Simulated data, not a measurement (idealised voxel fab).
Process module in this document: voxel spacer lines
It is cross-section cut that appears here, measuring 230 nm in width, its square cells being 5 nm in size.
Cross-section, as written here: a square-cell grid given band by band from the top down, where a band holds one or more rows of cells.
Top height, bottom height, nm. Materials left to right, width each, nm. Single material + "edge to edge" = fills band edge to edge. "empty" = empty.
We count height from 0. Below that, the starting wafer is all one material. The lowest band never ends at the bottom but goes on down; see "0 -> down" for how that is written.
Read "30->40" as a graded width: first number on top, second number at the bottom, same change between each pair of neighbouring rows.
You'll sometimes find "left unchanged" written for a step, and that's the way of saying that nowhere in the cross-section did a cell change during that step.
Enclosed internal voids: empty space of 8 cells or more with no open way to the top, each as width x height at its distance from the left edge, in nm
It should be noted that, on the line of a given step, the content following the step's settings is a remark produced by the simulator itself with respect to that step.
overlay nm: mask offset rightward from planned place, masked step; negative means leftward offset.
### The steps planned for the process are as follows
1) RECEIVE, material Si
2) CONFORMAL_DEP, material Al2O3, thk nm 5
3) DIRECTIONAL_DEP, material SiN, thk nm 10
4) DIRECTIONAL_DEP, material polySi, thk nm 25
5) PATTERN, tone cover, mask id MANDREL, material resist, width nm 15, pitch nm 60, thk nm 35, overlay nm 0
6) DIRECTIONAL_ETCH, etch materials polySi, depth nm 25
7) STRIP, etch materials resist
8) CONFORMAL_DEP, material SiO2, thk nm 15
9) DIRECTIONAL_ETCH, etch materials SiO2, depth nm 15
10) STRIP, etch materials polySi
11) DIRECTIONAL_ETCH, etch materials SiN, depth nm 10
12) STRIP, etch materials SiO2
### Below: the first of two wafers, run as planned
### Wafer as received: cross-section following step 1
  0 -> down: Si edge to edge
  Enclosed internal voids: none
### The wafer, seen in cross-section, after step 2
  5 -> 0: Al2O3 edge to edge
  Unchanged below 0.
### The wafer, seen in cross-section, after step 3
  15 -> 5: SiN edge to edge
  Unchanged below 5.
### The wafer, seen in cross-section, after step 4
  40 -> 15: polySi edge to edge
  Unchanged below 15.
### The wafer, seen in cross-section, after step 5
  75 -> 40: 45 empty, then 15 resist, then 45 empty, then 15 resist, then 45 empty, then 15 resist, then 50 empty
  Unchanged below 40.
### The wafer, seen in cross-section, after step 6
  75 -> 40: 45 empty, then 15 resist, then 45 empty, then 15 resist, then 45 empty, then 15 resist, then 50 empty
  40 -> 15: 45 empty, then 15 polySi, then 45 empty, then 15 polySi, then 45 empty, then 15 polySi, then 50 empty
  Unchanged below 15.
### The wafer, seen in cross-section, after step 7
  40 -> 15: 45 empty, then 15 polySi, then 45 empty, then 15 polySi, then 45 empty, then 15 polySi, then 50 empty
  Unchanged below 15.
### The wafer, seen in cross-section, after step 8
  55 -> 40: 30 empty, then 45 SiO2, then 15 empty, then 45 SiO2, then 15 empty, then 45 SiO2, then 35 empty
  40 -> 30: 30 empty, then 15 SiO2, then 15 polySi, then 15 SiO2, then 15 empty, then 15 SiO2, then 15 polySi, then 15 SiO2, then 15 empty, then 15 SiO2, then 15 polySi, then 15 SiO2, then 35 empty
  30 -> 15: 45 SiO2, then 15 polySi, then 45 SiO2, then 15 polySi, then 45 SiO2, then 15 polySi, then 50 SiO2
  Unchanged below 15.
### The wafer, seen in cross-section, after step 9
  40 -> 15: 30 empty, then 15 SiO2, then 15 polySi, then 15 SiO2, then 15 empty, then 15 SiO2, then 15 polySi, then 15 SiO2, then 15 empty, then 15 SiO2, then 15 polySi, then 15 SiO2, then 35 empty
  Unchanged below 15.
### The wafer, seen in cross-section, after step 10
  40 -> 15: 30 empty, then 15 SiO2, then 15 empty, then 15 SiO2, then 15 empty, then 15 SiO2, then 15 empty, then 15 SiO2, then 15 empty, then 15 SiO2, then 15 empty, then 15 SiO2, then 35 empty
  Unchanged below 15.
### The wafer, seen in cross-section, after step 11
  40 -> 15: 30 empty, then 15 SiO2, then 15 empty, then 15 SiO2, then 15 empty, then 15 SiO2, then 15 empty, then 15 SiO2, then 15 empty, then 15 SiO2, then 15 empty, then 15 SiO2, then 35 empty
  15 -> 5: 30 empty, then 15 SiN, then 15 empty, then 15 SiN, then 15 empty, then 15 SiN, then 15 empty, then 15 SiN, then 15 empty, then 15 SiN, then 15 empty, then 15 SiN, then 35 empty
  Unchanged below 5.
### The wafer, seen in cross-section, after step 12
  15 -> 5: 30 empty, then 15 SiN, then 15 empty, then 15 SiN, then 15 empty, then 15 SiN, then 15 empty, then 15 SiN, then 15 empty, then 15 SiN, then 15 empty, then 15 SiN, then 35 empty
  Unchanged below 5.
### The remaining wafer, second of the two, started like the first and was run to the same plan, except that one mistake was made along the way; the two coincide through step 2, inclusive
### Cross-section: second wafer, time at which step 3 was scheduled to end
  30 -> 5: polySi edge to edge
  Unchanged below 5.
### Cross-section: second wafer, time at which step 4 was scheduled to end
  40 -> 30: SiN edge to edge
  Unchanged below 30.
### Cross-section: second wafer, time at which step 5 was scheduled to end
  75 -> 40: 45 empty, then 15 resist, then 45 empty, then 15 resist, then 45 empty, then 15 resist, then 50 empty
  Unchanged below 40.
Cross-section: second wafer, time at which step 6 was scheduled to end: left unchanged
### Cross-section: second wafer, time at which step 7 was scheduled to end
  40 -> 30: SiN edge to edge
  Unchanged below 30.
### Cross-section: second wafer, time at which step 8 was scheduled to end
  55 -> 40: SiO2 edge to edge
  Unchanged below 40.
### Cross-section: second wafer, time at which step 9 was scheduled to end
  40 -> 30: SiN edge to edge
  Unchanged below 30.
Cross-section: second wafer, time at which step 10 was scheduled to end: left unchanged
### Cross-section: second wafer, time at which step 11 was scheduled to end
  30 -> 5: polySi edge to edge
  Unchanged below 5.
Cross-section: second wafer, time at which step 12 was scheduled to end: left unchanged
Short version of what went wrong: note: step 3 <-> step 4, run order reversed vs plan
Per the end-of-run cell counts, the second wafer holds more or fewer of some materials than the first: SiN -36 | polySi +230
